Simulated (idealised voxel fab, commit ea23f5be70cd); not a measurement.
process module | voxel transistor to metal
cross-section cut | 190 nm wide | cells 5 nm
A cross-section is a grid of square cells, given in bands from the top down. A band is one or more rows of cells.
Each band's line starts with the height of the band's top and of its bottom, in nm. Then come its materials from left to right, each with its width in nm. One material with "throughout" fills the band from edge to edge. "air" is empty space.
Height 0 is the level under which the wafer as received is all one material. The lowest band goes on downwards, as in "0 down".
A width such as "30 to 40" changes by the same amount from each row of cells to the next, from the band's top row to its bottom row.
"no change" after a step means that no cell of the cross-section changed.
closed voids: empty space of 8 cells or more with no open way to the top, each as width x height at its distance from the left edge, in nm
after a step's settings: what the simulator itself notes on the step
overlay nm, on a step with a mask: how far to the right of its planned place the mask lay; to the left if negative
plan
1 op RECEIVE | material Si
2 op OXIDIZE | depth nm 5
3 op CONFORMAL_DEP | material SiN | thk nm 15
4 op MASKED_ETCH | tone cover | mask id ACTIVE | width nm 105 | etch materials SiN | depth nm 15 | overlay nm 0
5 op MASKED_ETCH | tone cover | mask id ACTIVE | width nm 105 | etch materials SiO2 | depth nm 5 | overlay nm 0
6 op MASKED_ETCH | tone cover | mask id ACTIVE | width nm 105 | etch materials Si | depth nm 30 | overlay nm 0
7 op OXIDIZE | depth nm 5
8 op FILL_DEP | material SiO2 | thk nm 10
9 op CMP | height nm 15
10 op SELECTIVE_ETCH | etch materials SiO2 | depth nm 5
11 op STRIP | etch materials SiN
12 op SELECTIVE_ETCH | etch materials SiO2 | depth nm 5
13 op OXIDIZE | depth nm 5
14 op DIRECTIONAL_DEP | material polySi | thk nm 20
15 op DIRECTIONAL_DEP | material SiCN | thk nm 10
16 op MASKED_ETCH | tone cover | mask id GATE | width nm 15 | etch materials SiCN | depth nm 20 | overlay nm 0
17 op MASKED_ETCH | tone cover | mask id GATE | width nm 15 | etch materials polySi | depth nm 30 | overlay nm 0
18 op CONFORMAL_DEP | material SiO2 | thk nm 5
19 op DIRECTIONAL_ETCH | etch materials SiO2 | depth nm 5
20 op CONFORMAL_DEP | material SiN | thk nm 5
21 op DIRECTIONAL_ETCH | etch materials SiN | depth nm 5
22 op DIRECTIONAL_ETCH | etch materials SiO2 | depth nm 5
23 op DIRECTIONAL_ETCH | etch materials Si | depth nm 15
24 op EPI | material nSi | thk nm 15
25 op FILL_DEP | material SiO2 | thk nm 10
26 op CMP | height nm 25
27 op DIRECTIONAL_DEP | material SiO2 | thk nm 10
28 op DIRECTIONAL_DEP | material aC | thk nm 10
29 op PATTERN | tone open | mask id CONTACT | material resist | width nm 30 | pitch nm 55 | thk nm 30 | overlay nm 0
30 op DIRECTIONAL_ETCH | etch materials aC | depth nm 10
31 op STRIP | etch materials resist
32 op DIRECTIONAL_ETCH | etch materials SiO2 | depth nm 45
33 op STRIP | etch materials aC
34 op CONFORMAL_DEP | material TiN | thk nm 5
35 op FILL_DEP | material W | thk nm 10
36 op CMP | height nm 35
37 op DIRECTIONAL_DEP | material TiN | thk nm 5
38 op DIRECTIONAL_DEP | material Ru | thk nm 15
39 op PATTERN | tone cover | mask id METAL_1 | material resist | width nm 15 | pitch nm 70 | thk nm 20 | overlay nm 0
40 op DIRECTIONAL_ETCH | etch materials Ru | depth nm 15
41 op DIRECTIONAL_ETCH | etch materials TiN | depth nm 5
42 op STRIP | etch materials resist
43 op CONFORMAL_DEP | material SiN | thk nm 5
44 op FILL_DEP | material SiO2 | thk nm 5
45 op CMP | height nm 55
46 op CONFORMAL_DEP | material SiCN | thk nm 5
47 op DIRECTIONAL_DEP | material SiO2 | thk nm 30
48 op DIRECTIONAL_DEP | material aC | thk nm 15
49 op PATTERN | tone open | mask id METAL_2 | material resist | width nm 15 | pitch nm 70 | thk nm 30 | overlay nm 0
50 op DIRECTIONAL_ETCH | etch materials aC | depth nm 15
51 op STRIP | etch materials resist
52 op DIRECTIONAL_ETCH | etch materials SiO2 | depth nm 20
53 op STRIP | etch materials aC
54 op MASKED_ETCH | tone open | mask id METAL_2_HOLES | width nm 15 | pitch nm 70 | etch materials SiO2 | depth nm 10 | overlay nm 0
55 op MASKED_ETCH | tone open | mask id METAL_2_HOLES | width nm 15 | pitch nm 70 | etch materials SiCN | depth nm 5 | overlay nm 0
56 op CONFORMAL_DEP | material TiN | thk nm 5
57 op FILL_DEP | material Cu | thk nm 5
58 op CMP | height nm 90
59 op CONFORMAL_DEP | material SiCN | thk nm 5
first wafer, as planned
as received, after step 1
  0 down: Si throughout
  closed voids: none
after step 2
  0 to -5: SiO2 throughout
  below -5: unchanged
after step 3
  15 to 0: SiN throughout
  below 0: unchanged
after step 4
  15 to 0: air 40 | SiN 105 | air 45
  below 0: unchanged
after step 5
  15 to 0: air 40 | SiN 105 | air 45
  0 to -5: air 40 | SiO2 105 | air 45
  below -5: unchanged
after step 6
  15 to 0: air 40 | SiN 105 | air 45
  0 to -5: air 40 | SiO2 105 | air 45
  -5 to -35: air 40 | Si 105 | air 45
  below -35: unchanged
after step 7
  15 to 0: air 40 | SiN 105 | air 45
  0 to -5: air 40 | SiO2 105 | air 45
  -5 to -35: air 40 | SiO2 5 | Si 95 | SiO2 5 | air 45
  -35 to -40: SiO2 45 | Si 95 | SiO2 50
  below -40: unchanged
after step 8
  25 to 15: SiO2 throughout
  15 to 0: SiO2 40 | SiN 105 | SiO2 45
  0 to -5: SiO2 throughout
  -5 to -40: SiO2 45 | Si 95 | SiO2 50
  below -40: unchanged
after step 9
  15 to 0: SiO2 40 | SiN 105 | SiO2 45
  below 0: unchanged
after step 10
  15 to 10: air 40 | SiN 105 | air 45
  below 10: unchanged
after step 11
  10 to 0: SiO2 40 | air 105 | SiO2 45
  below 0: unchanged
after step 12
  5 to -5: SiO2 35 | air 115 | SiO2 40
  below -5: unchanged
after step 13
  5 to -5: SiO2 35 | air 115 | SiO2 40
  -5 to -10: SiO2 throughout
  below -10: unchanged
after step 14
  25 to 15: polySi 35 | air 115 | polySi 40
  15 to 5: polySi throughout
  5 to -5: SiO2 35 | polySi 115 | SiO2 40
  below -5: unchanged
after step 15
  35 to 25: SiCN 35 | air 115 | SiCN 40
  25 to 15: polySi 35 | SiCN 115 | polySi 40
  below 15: unchanged
after step 16
  25 to 15: polySi 35 | air 50 | SiCN 15 | air 50 | polySi 40
  below 15: unchanged
after step 17
  25 to 15: air 85 | SiCN 15 | air 90
  15 to 5: air 85 | polySi 15 | air 90
  5 to -5: SiO2 35 | air 50 | polySi 15 | air 50 | SiO2 40
  below -5: unchanged
after step 18
  30 to 25: air 80 | SiO2 25 | air 85
  25 to 15: air 80 | SiO2 5 | SiCN 15 | SiO2 5 | air 85
  15 to 10: air 80 | SiO2 5 | polySi 15 | SiO2 5 | air 85
  10 to 0: SiO2 40 | air 40 | SiO2 5 | polySi 15 | SiO2 5 | air 40 | SiO2 45
  0 to -5: SiO2 85 | polySi 15 | SiO2 90
  below -5: unchanged
after step 19
  25 to 15: air 80 | SiO2 5 | SiCN 15 | SiO2 5 | air 85
  15 to 5: air 80 | SiO2 5 | polySi 15 | SiO2 5 | air 85
  5 to -5: SiO2 40 | air 40 | SiO2 5 | polySi 15 | SiO2 5 | air 40 | SiO2 45
  below -5: unchanged
after step 20
  30 to 25: air 75 | SiN 35 | air 80
  25 to 15: air 75 | SiN 5 | SiO2 5 | SiCN 15 | SiO2 5 | SiN 5 | air 80
  15 to 10: air 75 | SiN 5 | SiO2 5 | polySi 15 | SiO2 5 | SiN 5 | air 80
  10 to 5: SiN 45 | air 30 | SiN 5 | SiO2 5 | polySi 15 | SiO2 5 | SiN 5 | air 30 | SiN 50
  5 to 0: SiO2 40 | SiN 5 | air 30 | SiN 5 | SiO2 5 | polySi 15 | SiO2 5 | SiN 5 | air 30 | SiN 5 | SiO2 45
  0 to -5: SiO2 40 | SiN 40 | SiO2 5 | polySi 15 | SiO2 5 | SiN 40 | SiO2 45
  below -5: unchanged
after step 21
  25 to 15: air 75 | SiN 5 | SiO2 5 | SiCN 15 | SiO2 5 | SiN 5 | air 80
  15 to 5: air 75 | SiN 5 | SiO2 5 | polySi 15 | SiO2 5 | SiN 5 | air 80
  5 to -5: SiO2 40 | SiN 5 | air 30 | SiN 5 | SiO2 5 | polySi 15 | SiO2 5 | SiN 5 | air 30 | SiN 5 | SiO2 45
  below -5: unchanged
after step 22
  25 to 20: air 75 | SiN 5 | air 5 | SiCN 15 | air 5 | SiN 5 | air 80
  20 to 15: air 75 | SiN 5 | SiO2 5 | SiCN 15 | SiO2 5 | SiN 5 | air 80
  15 to 5: air 75 | SiN 5 | SiO2 5 | polySi 15 | SiO2 5 | SiN 5 | air 80
  5 to 0: air 40 | SiN 5 | air 30 | SiN 5 | SiO2 5 | polySi 15 | SiO2 5 | SiN 5 | air 30 | SiN 5 | air 45
  0 to -5: SiO2 40 | SiN 5 | air 30 | SiN 5 | SiO2 5 | polySi 15 | SiO2 5 | SiN 5 | air 30 | SiN 5 | SiO2 45
  -5 to -10: SiO2 45 | air 30 | SiO2 35 | air 30 | SiO2 50
  below -10: unchanged
after step 23
  25 to 20: air 75 | SiN 5 | air 5 | SiCN 15 | air 5 | SiN 5 | air 80
  20 to 15: air 75 | SiN 5 | SiO2 5 | SiCN 15 | SiO2 5 | SiN 5 | air 80
  15 to 5: air 75 | SiN 5 | SiO2 5 | polySi 15 | SiO2 5 | SiN 5 | air 80
  5 to 0: air 40 | SiN 5 | air 30 | SiN 5 | SiO2 5 | polySi 15 | SiO2 5 | SiN 5 | air 30 | SiN 5 | air 45
  0 to -5: SiO2 40 | SiN 5 | air 30 | SiN 5 | SiO2 5 | polySi 15 | SiO2 5 | SiN 5 | air 30 | SiN 5 | SiO2 45
  -5 to -10: SiO2 45 | air 30 | SiO2 35 | air 30 | SiO2 50
  -10 to -25: SiO2 45 | air 30 | Si 35 | air 30 | SiO2 50
  below -25: unchanged
after step 24
  25 to 20: air 75 | SiN 5 | air 5 | SiCN 15 | air 5 | SiN 5 | air 80
  20 to 15: air 75 | SiN 5 | SiO2 5 | SiCN 15 | SiO2 5 | SiN 5 | air 80
  15 to 5: air 75 | SiN 5 | SiO2 5 | polySi 15 | SiO2 5 | SiN 5 | air 80
  5 to 0: air 40 | SiN 5 | air 15 | nSi 15 | SiN 5 | SiO2 5 | polySi 15 | SiO2 5 | SiN 5 | nSi 15 | air 15 | SiN 5 | air 45
  0 to -5: SiO2 40 | SiN 5 | air 15 | nSi 15 | SiN 5 | SiO2 5 | polySi 15 | SiO2 5 | SiN 5 | nSi 15 | air 15 | SiN 5 | SiO2 45
  -5 to -10: SiO2 45 | air 15 | nSi 15 | SiO2 35 | nSi 15 | air 15 | SiO2 50
  -10 to -25: SiO2 45 | nSi 30 | Si 35 | nSi 30 | SiO2 50
  below -25: unchanged
after step 25
  35 to 25: SiO2 throughout
  25 to 15: SiO2 75 | SiN 5 | SiO2 5 | SiCN 15 | SiO2 5 | SiN 5 | SiO2 80
  15 to 5: SiO2 75 | SiN 5 | SiO2 5 | polySi 15 | SiO2 5 | SiN 5 | SiO2 80
  5 to -5: SiO2 40 | SiN 5 | SiO2 15 | nSi 15 | SiN 5 | SiO2 5 | polySi 15 | SiO2 5 | SiN 5 | nSi 15 | SiO2 15 | SiN 5 | SiO2 45
  -5 to -10: SiO2 60 | nSi 15 | SiO2 35 | nSi 15 | SiO2 65
  below -10: unchanged
after step 26
  25 to 15: SiO2 75 | SiN 5 | SiO2 5 | SiCN 15 | SiO2 5 | SiN 5 | SiO2 80
  below 15: unchanged
after step 27
  35 to 25: SiO2 throughout
  below 25: unchanged
after step 28
  45 to 35: aC throughout
  below 35: unchanged
after step 29
  75 to 45: resist 50 | air 30 | resist 25 | air 30 | resist 55
  below 45: unchanged
after step 30
  65 to 45: resist 50 | air 30 | resist 25 | air 30 | resist 55
  45 to 35: aC 50 | air 30 | aC 25 | air 30 | aC 55
  below 35: unchanged
after step 31
  45 to 35: aC 50 | air 30 | aC 25 | air 30 | aC 55
  below 35: unchanged
after step 32
  45 to 35: aC 50 | air 30 | aC 25 | air 30 | aC 55
  35 to 25: SiO2 50 | air 30 | SiO2 25 | air 30 | SiO2 55
  25 to 15: SiO2 50 | air 25 | SiN 5 | SiO2 5 | SiCN 15 | SiO2 5 | SiN 5 | air 25 | SiO2 55
  15 to 5: SiO2 50 | air 25 | SiN 5 | SiO2 5 | polySi 15 | SiO2 5 | SiN 5 | air 25 | SiO2 55
  5 to -5: SiO2 40 | SiN 5 | SiO2 5 | air 10 | nSi 15 | SiN 5 | SiO2 5 | polySi 15 | SiO2 5 | SiN 5 | nSi 15 | air 10 | SiO2 5 | SiN 5 | SiO2 45
  -5 to -10: SiO2 50 | air 10 | nSi 15 | SiO2 35 | nSi 15 | air 10 | SiO2 55
  below -10: unchanged
after step 33
  35 to 25: SiO2 50 | air 30 | SiO2 25 | air 30 | SiO2 55
  below 25: unchanged
after step 34
  40 to 35: TiN 55 | air 20 | TiN 35 | air 20 | TiN 60
  35 to 25: SiO2 50 | TiN 5 | air 20 to 15 | TiN 5 to 10 | SiO2 25 | TiN 5 to 10 | air 20 to 15 | TiN 5 | SiO2 55
  25 to 15: SiO2 50 | TiN 5 | air 15 | TiN 5 | SiN 5 | SiO2 5 | SiCN 15 | SiO2 5 | SiN 5 | TiN 5 | air 15 | TiN 5 | SiO2 55
  15 to 10: SiO2 50 | TiN 5 | air 15 | TiN 5 | SiN 5 | SiO2 5 | polySi 15 | SiO2 5 | SiN 5 | TiN 5 | air 15 | TiN 5 | SiO2 55
  10 to 5: SiO2 50 | TiN 25 | SiN 5 | SiO2 5 | polySi 15 | SiO2 5 | SiN 5 | TiN 25 | SiO2 55
  5 to -5: SiO2 40 | SiN 5 | SiO2 5 | TiN 10 | nSi 15 | SiN 5 | SiO2 5 | polySi 15 | SiO2 5 | SiN 5 | nSi 15 | TiN 10 | SiO2 5 | SiN 5 | SiO2 45
  -5 to -10: SiO2 50 | TiN 10 | nSi 15 | SiO2 35 | nSi 15 | TiN 10 | SiO2 55
  below -10: unchanged
after step 35
  50 to 40: W throughout
  40 to 35: TiN 55 | W 20 | TiN 35 | W 20 | TiN 60
  35 to 25: SiO2 50 | TiN 5 | W 20 to 15 | TiN 5 to 10 | SiO2 25 | TiN 5 to 10 | W 20 to 15 | TiN 5 | SiO2 55
  25 to 15: SiO2 50 | TiN 5 | W 15 | TiN 5 | SiN 5 | SiO2 5 | SiCN 15 | SiO2 5 | SiN 5 | TiN 5 | W 15 | TiN 5 | SiO2 55
  15 to 10: SiO2 50 | TiN 5 | W 15 | TiN 5 | SiN 5 | SiO2 5 | polySi 15 | SiO2 5 | SiN 5 | TiN 5 | W 15 | TiN 5 | SiO2 55
  below 10: unchanged
after step 36
  35 to 25: SiO2 50 | TiN 5 | W 20 to 15 | TiN 5 to 10 | SiO2 25 | TiN 5 to 10 | W 20 to 15 | TiN 5 | SiO2 55
  below 25: unchanged
after step 37
  40 to 35: TiN throughout
  below 35: unchanged
after step 38
  55 to 40: Ru throughout
  below 40: unchanged
after step 39
  75 to 55: air 50 | resist 15 | air 55 | resist 15 | air 55
  below 55: unchanged
after step 40
  75 to 55: air 50 | resist 15 | air 55 | resist 15 | air 55
  55 to 40: air 50 | Ru 15 | air 55 | Ru 15 | air 55
  below 40: unchanged
after step 41
  75 to 55: air 50 | resist 15 | air 55 | resist 15 | air 55
  55 to 40: air 50 | Ru 15 | air 55 | Ru 15 | air 55
  40 to 35: air 50 | TiN 15 | air 55 | TiN 15 | air 55
  below 35: unchanged
after step 42
  55 to 40: air 50 | Ru 15 | air 55 | Ru 15 | air 55
  below 40: unchanged
after step 43
  60 to 55: air 45 | SiN 25 | air 45 | SiN 25 | air 50
  55 to 40: air 45 | SiN 5 | Ru 15 | SiN 5 | air 45 | SiN 5 | Ru 15 | SiN 5 | air 50
  40 to 35: SiN 50 | TiN 15 | SiN 55 | TiN 15 | SiN 55
  below 35: unchanged
after step 44
  65 to 60: SiO2 throughout
  60 to 55: SiO2 45 | SiN 25 | SiO2 45 | SiN 25 | SiO2 50
  55 to 40: SiO2 45 | SiN 5 | Ru 15 | SiN 5 | SiO2 45 | SiN 5 | Ru 15 | SiN 5 | SiO2 50
  below 40: unchanged
after step 45
  55 to 40: SiO2 45 | SiN 5 | Ru 15 | SiN 5 | SiO2 45 | SiN 5 | Ru 15 | SiN 5 | SiO2 50
  below 40: unchanged
after step 46
  60 to 55: SiCN throughout
  below 55: unchanged
after step 47
  90 to 60: SiO2 throughout
  below 60: unchanged
after step 48
  105 to 90: aC throughout
  below 90: unchanged
after step 49
  135 to 105: resist 50 | air 15 | resist 55 | air 15 | resist 55
  below 105: unchanged
after step 50
  120 to 105: resist 50 | air 15 | resist 55 | air 15 | resist 55
  105 to 90: aC 50 | air 15 | aC 55 | air 15 | aC 55
  below 90: unchanged
after step 51
  105 to 90: aC 50 | air 15 | aC 55 | air 15 | aC 55
  below 90: unchanged
after step 52
  105 to 90: aC 50 | air 15 | aC 55 | air 15 | aC 55
  90 to 70: SiO2 50 | air 15 | SiO2 55 | air 15 | SiO2 55
  below 70: unchanged
after step 53
  90 to 70: SiO2 50 | air 15 | SiO2 55 | air 15 | SiO2 55
  below 70: unchanged
after step 54
  90 to 60: SiO2 50 | air 15 | SiO2 55 | air 15 | SiO2 55
  below 60: unchanged
after step 55
  90 to 60: SiO2 50 | air 15 | SiO2 55 | air 15 | SiO2 55
  60 to 55: SiCN 50 | air 15 | SiCN 55 | air 15 | SiCN 55
  below 55: unchanged
after step 56
  95 to 90: TiN 55 | air 5 | TiN 65 | air 5 | TiN 60
  90 to 60: SiO2 50 | TiN 5 | air 5 | TiN 5 | SiO2 55 | TiN 5 | air 5 | TiN 5 | SiO2 55
  60 to 55: SiCN 50 | TiN 15 | SiCN 55 | TiN 15 | SiCN 55
  below 55: unchanged
after step 57
  100 to 95: Cu throughout
  95 to 90: TiN 55 | Cu 5 | TiN 65 | Cu 5 | TiN 60
  90 to 60: SiO2 50 | TiN 5 | Cu 5 | TiN 5 | SiO2 55 | TiN 5 | Cu 5 | TiN 5 | SiO2 55
  below 60: unchanged
after step 58
  90 to 60: SiO2 50 | TiN 5 | Cu 5 | TiN 5 | SiO2 55 | TiN 5 | Cu 5 | TiN 5 | SiO2 55
  below 60: unchanged
after step 59
  95 to 90: SiCN throughout
  below 90: unchanged
second wafer: like start, like plan, one mistake. Through step 45 it matches the first wafer
when step 46 should have ended
  85 to 55: SiO2 throughout
  below 55: unchanged
when step 47 should have ended
  90 to 85: SiCN throughout
  below 85: unchanged
when step 48 should have ended
  105 to 90: aC throughout
  below 90: unchanged
when step 49 should have ended
  135 to 105: resist 50 | air 15 | resist 55 | air 15 | resist 55
  below 105: unchanged
when step 50 should have ended
  120 to 105: resist 50 | air 15 | resist 55 | air 15 | resist 55
  105 to 90: aC 50 | air 15 | aC 55 | air 15 | aC 55
  below 90: unchanged
when step 51 should have ended
  105 to 90: aC 50 | air 15 | aC 55 | air 15 | aC 55
  below 90: unchanged
when step 52 should have ended: no change
when step 53 should have ended
  90 to 85: SiCN throughout
  below 85: unchanged
when step 54 should have ended: no change
when step 55 should have ended
  90 to 85: SiCN 50 | air 15 | SiCN 55 | air 15 | SiCN 55
  below 85: unchanged
when step 56 should have ended
  95 to 90: TiN 55 | air 5 | TiN 65 | air 5 | TiN 60
  90 to 85: SiCN 50 | TiN 15 | SiCN 55 | TiN 15 | SiCN 55
  below 85: unchanged
when step 57 should have ended
  100 to 95: Cu throughout
  95 to 90: TiN 55 | Cu 5 | TiN 65 | Cu 5 | TiN 60
  below 90: unchanged
when step 58 should have ended
  90 to 85: SiCN 50 | TiN 15 | SiCN 55 | TiN 15 | SiCN 55
  below 85: unchanged
when step 59 should have ended
  95 to 90: SiCN throughout
  below 90: unchanged
what went wrong: steps 46 and 47 were swapped
at the end the second wafer has, in cells: 12 fewer of Cu | 36 more of SiO2 | 24 fewer of TiN
